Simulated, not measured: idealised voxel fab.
The document below concerns the process module designated voxel local oxidation.
Cross-sectional view cut (width: 205 nm; square cell size: 5 nm).
Reading order for cross-sections: top band down to bottom band. Underlying form: a grid of square cells. Band size: one or more rows of cells. The band entry comprises the height of the band's top followed by the height of its bottom, expressed in nm, and subsequently the band's materials from left to right, each stated together with its width in nm. Where a single material is marked with the word "edge to edge", that material fills the band from edge to edge. The word "air" represents empty space. Heads up on the height convention: 0 is the point under which the incoming wafer is all one material, and the lowest band has no bottom, it just keeps going down, like "from 0 down". Per-row width for "30..40": begins at first number (top row of band), ends at second number (bottom row), increment between rows held constant. No cell of the cross-section changed in a step that is given as "no alteration". "Fully sealed cavities": empty spaces of 8 cells or more with no open way to the top, each given as width x height at distance, distance from the left edge, all in nm. That trailing text on a step's line, after the settings, is the simulator's own remark on the step. The line of a step may include "overlay nm". On a step with a mask, this value is how far to the right of its planned place the mask lay. A negative value means the mask lay to the left.

-- Process steps (planned)
1. op RECEIVE | material Si
2. op OXIDIZE | depth nm 5
3. op CONFORMAL_DEP | material SiN | thk nm 10
4. op MASKED_ETCH | tone cover | mask id ACTIVE | width nm 105 | etch materials SiN | depth nm 10 | overlay nm 0
5. op SELECTIVE_ETCH | etch materials SiO2 | depth nm 5
6. op OXIDIZE | depth nm 10
7. op STRIP | etch materials SiN

-- Run as planned: first of two wafers

-- Cross-section: wafer on arrival = after step 1
  from 0 down | Si edge to edge
  Fully sealed cavities: none

-- Wafer after step 2 (cross-section)
  from 0 to -5 | SiO2 edge to edge
  Heights below -5 show no change.

-- Wafer after step 3 (cross-section)
  from 10 to 0 | SiN edge to edge
  Heights below 0 show no change.

-- Wafer after step 4 (cross-section)
  from 10 to 0 | air 50 nm; SiN 105 nm; air 50 nm
  Heights below 0 show no change.

-- Wafer after step 5 (cross-section)
  from 10 to 0 | air 50 nm; SiN 105 nm; air 50 nm
  from 0 to -5 | air 55 nm; SiO2 95 nm; air 55 nm
  Heights below -5 show no change.

-- Wafer after step 6 (cross-section)
  from 10 to 0 | air 50 nm; SiN 105 nm; air 50 nm
  from 0 to -5 | air 55 nm; SiO2 95 nm; air 55 nm
  from -5 to -15 | SiO2 65 nm; Si 75 nm; SiO2 65 nm
  Heights below -15 show no change.

-- Wafer after step 7 (cross-section)
  from 0 to -5 | air 55 nm; SiO2 95 nm; air 55 nm
  Heights below -5 show no change.

-- Notes, second wafer: start = first wafer's, plan = first wafer's, execution had one mistake; history identical to first through step 6

-- Second wafer cross-section, taken as of the time the plan sets for step 7 to be done
  from -5 to -15 | air 65 nm; Si 75 nm; air 65 nm
  Heights below -15 show no change.
Short version of what went wrong: contrary to plan, step 7 was performed as op STRIP | etch materials SiO2
The second wafer ends with more or fewer cells of some materials than the first, per final count: SiO2 -71
